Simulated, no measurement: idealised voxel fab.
voxel wiring stack: a process module
The cross-section on display is named cut; it measures 220 nm wide, and its cells are 5 nm squares.
Throughout this document, each cross-section is represented as a grid of square cells and is presented as a sequence of bands enumerated from the top downward, where a band comprises one or more rows of cells.
Band: top and bottom heights (nm) first, top before bottom; then materials from left to right, widths in nm. "everywhere" marks a sole material filling the band edge to edge. "empty" denotes empty space.
Heights are measured from 0, the level below which the as-received wafer is all one material; the lowest band has no bottom and continues downward, written as in "0 nm and below".
A two-number width, for instance "30->40", indicates that the width is equal to the first number in the top row of the band and to the second number in the bottom row, and that it changes by a constant amount per row of cells.
It should be understood that the words "no alterations made", when stated for a given step, signify that the cross-section underwent no change in any of its cells during that step.
In "Cavities, sealed" the enclosed voids are listed, meaning empty spaces of 8 cells or larger without any opening to the top. The form is width x height at distance, distance from the left edge, units nm.
Formally, on a step line, whatever follows the settings is a remark that the simulator itself makes on the step.
overlay nm: for a step with a mask, the amount by which the mask lay right of where it was planned; a negative amount means left of it.
The following list gives the planned process steps:
- 1: op RECEIVE | material Si
- 2: op CONFORMAL_DEP | material SiO2 | thk nm 15
- 3: op DIRECTIONAL_DEP | material TiN | thk nm 5
- 4: op DIRECTIONAL_DEP | material W | thk nm 15
- 5: op DIRECTIONAL_DEP | material aC | thk nm 10
- 6: op PATTERN | tone cover | mask id METAL_1 | material resist | width nm 25 | pitch nm 40 | thk nm 30 | overlay nm 0
- 7: op DIRECTIONAL_ETCH | etch materials aC | depth nm 10
- 8: op STRIP | etch materials resist
- 9: op DIRECTIONAL_ETCH | etch materials W | depth nm 15
- 10: op DIRECTIONAL_ETCH | etch materials TiN | depth nm 5
- 11: op STRIP | etch materials aC
- 12: op CONFORMAL_DEP | material SiCN | thk nm 5
- 13: op FILL_DEP | material SiO2 | thk nm 5
- 14: op CMP | height nm 35
- 15: op CONFORMAL_DEP | material SiCN | thk nm 5
- 16: op DIRECTIONAL_DEP | material SiO2 | thk nm 30
- 17: op DIRECTIONAL_DEP | material aC | thk nm 10
- 18: op PATTERN | tone open | mask id METAL_2 | material resist | width nm 25 | pitch nm 40 | thk nm 30 | overlay nm 0
- 19: op DIRECTIONAL_ETCH | etch materials aC | depth nm 10
- 20: op STRIP | etch materials resist
- 21: op DIRECTIONAL_ETCH | etch materials SiO2 | depth nm 15
- 22: op STRIP | etch materials aC
- 23: op MASKED_ETCH | tone open | mask id METAL_2_HOLES | width nm 15 | pitch nm 40 | etch materials SiO2 | depth nm 15 | overlay nm 0
- 24: op MASKED_ETCH | tone open | mask id METAL_2_HOLES | width nm 15 | pitch nm 40 | etch materials SiCN | depth nm 5 | overlay nm 0
- 25: op CONFORMAL_DEP | material TiN | thk nm 5
- 26: op FILL_DEP | material Cu | thk nm 10
- 27: op CMP | height nm 70
- 28: op CONFORMAL_DEP | material SiN | thk nm 5
First of two wafers, with the run carried out as planned:
Cross-section of the incoming wafer, state after step 1:
  0 nm and below | Si everywhere
  Cavities, sealed: none
after step 2:
  15 nm to 0 nm | SiO2 everywhere
  Whatever lies below 0 is exactly as it was before.
after step 3:
  20 nm to 15 nm | TiN everywhere
  Whatever lies below 15 is exactly as it was before.
after step 4:
  35 nm to 20 nm | W everywhere
  Whatever lies below 20 is exactly as it was before.
after step 5:
  45 nm to 35 nm | aC everywhere
  Whatever lies below 35 is exactly as it was before.
after step 6:
  75 nm to 45 nm | empty 75 nm  resist 25 nm  empty 15 nm  resist 25 nm  empty 80 nm
  Whatever lies below 45 is exactly as it was before.
after step 7:
  65 nm to 45 nm | empty 75 nm  resist 25 nm  empty 15 nm  resist 25 nm  empty 80 nm
  45 nm to 35 nm | empty 75 nm  aC 25 nm  empty 15 nm  aC 25 nm  empty 80 nm
  Whatever lies below 35 is exactly as it was before.
after step 8:
  45 nm to 35 nm | empty 75 nm  aC 25 nm  empty 15 nm  aC 25 nm  empty 80 nm
  Whatever lies below 35 is exactly as it was before.
after step 9:
  45 nm to 35 nm | empty 75 nm  aC 25 nm  empty 15 nm  aC 25 nm  empty 80 nm
  35 nm to 20 nm | empty 75 nm  W 25 nm  empty 15 nm  W 25 nm  empty 80 nm
  Whatever lies below 20 is exactly as it was before.
after step 10:
  45 nm to 35 nm | empty 75 nm  aC 25 nm  empty 15 nm  aC 25 nm  empty 80 nm
  35 nm to 20 nm | empty 75 nm  W 25 nm  empty 15 nm  W 25 nm  empty 80 nm
  20 nm to 15 nm | empty 75 nm  TiN 25 nm  empty 15 nm  TiN 25 nm  empty 80 nm
  Whatever lies below 15 is exactly as it was before.
after step 11:
  35 nm to 20 nm | empty 75 nm  W 25 nm  empty 15 nm  W 25 nm  empty 80 nm
  Whatever lies below 20 is exactly as it was before.
after step 12:
  40 nm to 35 nm | empty 70 nm  SiCN 35 nm  empty 5 nm  SiCN 35 nm  empty 75 nm
  35 nm to 20 nm | empty 70 nm  SiCN 5 nm  W 25 nm  SiCN 5 nm  empty 5 nm  SiCN 5 nm  W 25 nm  SiCN 5 nm  empty 75 nm
  20 nm to 15 nm | SiCN 75 nm  TiN 25 nm  SiCN 15 nm  TiN 25 nm  SiCN 80 nm
  Whatever lies below 15 is exactly as it was before.
after step 13:
  45 nm to 40 nm | SiO2 everywhere
  40 nm to 35 nm | SiO2 70 nm  SiCN 35 nm  SiO2 5 nm  SiCN 35 nm  SiO2 75 nm
  35 nm to 20 nm | SiO2 70 nm  SiCN 5 nm  W 25 nm  SiCN 5 nm  SiO2 5 nm  SiCN 5 nm  W 25 nm  SiCN 5 nm  SiO2 75 nm
  Whatever lies below 20 is exactly as it was before.
after step 14:
  35 nm to 20 nm | SiO2 70 nm  SiCN 5 nm  W 25 nm  SiCN 5 nm  SiO2 5 nm  SiCN 5 nm  W 25 nm  SiCN 5 nm  SiO2 75 nm
  Whatever lies below 20 is exactly as it was before.
after step 15:
  40 nm to 35 nm | SiCN everywhere
  Whatever lies below 35 is exactly as it was before.
after step 16:
  70 nm to 40 nm | SiO2 everywhere
  Whatever lies below 40 is exactly as it was before.
after step 17:
  80 nm to 70 nm | aC everywhere
  Whatever lies below 70 is exactly as it was before.
after step 18:
  110 nm to 80 nm | resist 75 nm  empty 25 nm  resist 15 nm  empty 25 nm  resist 80 nm
  Whatever lies below 80 is exactly as it was before.
after step 19:
  100 nm to 80 nm | resist 75 nm  empty 25 nm  resist 15 nm  empty 25 nm  resist 80 nm
  80 nm to 70 nm | aC 75 nm  empty 25 nm  aC 15 nm  empty 25 nm  aC 80 nm
  Whatever lies below 70 is exactly as it was before.
after step 20:
  80 nm to 70 nm | aC 75 nm  empty 25 nm  aC 15 nm  empty 25 nm  aC 80 nm
  Whatever lies below 70 is exactly as it was before.
after step 21:
  80 nm to 70 nm | aC 75 nm  empty 25 nm  aC 15 nm  empty 25 nm  aC 80 nm
  70 nm to 55 nm | SiO2 75 nm  empty 25 nm  SiO2 15 nm  empty 25 nm  SiO2 80 nm
  Whatever lies below 55 is exactly as it was before.
after step 22:
  70 nm to 55 nm | SiO2 75 nm  empty 25 nm  SiO2 15 nm  empty 25 nm  SiO2 80 nm
  Whatever lies below 55 is exactly as it was before.
after step 23:
  70 nm to 55 nm | SiO2 75 nm  empty 25 nm  SiO2 15 nm  empty 25 nm  SiO2 80 nm
  55 nm to 40 nm | SiO2 75 nm  empty 15 nm  SiO2 25 nm  empty 15 nm  SiO2 90 nm
  Whatever lies below 40 is exactly as it was before.
after step 24:
  70 nm to 55 nm | SiO2 75 nm  empty 25 nm  SiO2 15 nm  empty 25 nm  SiO2 80 nm
  55 nm to 40 nm | SiO2 75 nm  empty 15 nm  SiO2 25 nm  empty 15 nm  SiO2 90 nm
  40 nm to 35 nm | SiCN 75 nm  empty 15 nm  SiCN 25 nm  empty 15 nm  SiCN 90 nm
  Whatever lies below 35 is exactly as it was before.
after step 25:
  75 nm to 70 nm | TiN 80 nm  empty 15 nm  TiN 25 nm  empty 15 nm  TiN 85 nm
  70 nm to 60 nm | SiO2 75 nm  TiN 5 nm  empty 15 nm  TiN 5 nm  SiO2 15 nm  TiN 5 nm  empty 15 nm  TiN 5 nm  SiO2 80 nm
  60 nm to 55 nm | SiO2 75 nm  TiN 5 nm  empty 5 nm  TiN 15 nm  SiO2 15 nm  TiN 5 nm  empty 5 nm  TiN 15 nm  SiO2 80 nm
  55 nm to 40 nm | SiO2 75 nm  TiN 5 nm  empty 5 nm  TiN 5 nm  SiO2 25 nm  TiN 5 nm  empty 5 nm  TiN 5 nm  SiO2 90 nm
  40 nm to 35 nm | SiCN 75 nm  TiN 15 nm  SiCN 25 nm  TiN 15 nm  SiCN 90 nm
  Whatever lies below 35 is exactly as it was before.
after step 26:
  85 nm to 75 nm | Cu everywhere
  75 nm to 70 nm | TiN 80 nm  Cu 15 nm  TiN 25 nm  Cu 15 nm  TiN 85 nm
  70 nm to 60 nm | SiO2 75 nm  TiN 5 nm  Cu 15 nm  TiN 5 nm  SiO2 15 nm  TiN 5 nm  Cu 15 nm  TiN 5 nm  SiO2 80 nm
  60 nm to 55 nm | SiO2 75 nm  TiN 5 nm  Cu 5 nm  TiN 15 nm  SiO2 15 nm  TiN 5 nm  Cu 5 nm  TiN 15 nm  SiO2 80 nm
  55 nm to 40 nm | SiO2 75 nm  TiN 5 nm  Cu 5 nm  TiN 5 nm  SiO2 25 nm  TiN 5 nm  Cu 5 nm  TiN 5 nm  SiO2 90 nm
  Whatever lies below 40 is exactly as it was before.
after step 27:
  70 nm to 60 nm | SiO2 75 nm  TiN 5 nm  Cu 15 nm  TiN 5 nm  SiO2 15 nm  TiN 5 nm  Cu 15 nm  TiN 5 nm  SiO2 80 nm
  Whatever lies below 60 is exactly as it was before.
after step 28:
  75 nm to 70 nm | SiN everywhere
  Whatever lies below 70 is exactly as it was before.
Second wafer, same starting conditions and recipe as the first, one mistake in executing it, nothing differs from the first up to and including step 22:
Second wafer, cut view, end of step 23 per plan:
  55 nm to 40 nm | SiO2 90 nm  empty 10 nm  SiO2 30 nm  empty 10 nm  SiO2 80 nm
  Whatever lies below 40 is exactly as it was before.
Second wafer, cut view, end of step 24 per plan: no alterations made
Second wafer, cut view, end of step 25 per plan:
  60 nm to 55 nm | TiN everywhere
  55 nm to 40 nm | SiO2 90 nm  TiN 10 nm  SiO2 30 nm  TiN 10 nm  SiO2 80 nm
  Whatever lies below 40 is exactly as it was before.
Second wafer, cut view, end of step 26 per plan:
  70 nm to 60 nm | Cu everywhere
  Whatever lies below 60 is exactly as it was before.
Second wafer, cut view, end of step 27 per plan: no alterations made
Second wafer, cut view, end of step 28 per plan:
  75 nm to 70 nm | SiN everywhere
  Whatever lies below 70 is exactly as it was before.
Deviation from plan: for step 23, the planned setting was not used; the step was instead run as op MASKED_ETCH | tone cover | mask id METAL_2_HOLES | width nm 15 | pitch nm 40 | etch materials SiO2 | depth nm 15 | overlay nm 0
The final cell counts differ between the wafers, with the second having more or fewer of some materials than the first: 68 more of Cu, 6 more of SiCN, 96 fewer of SiO2, 22 more of TiN
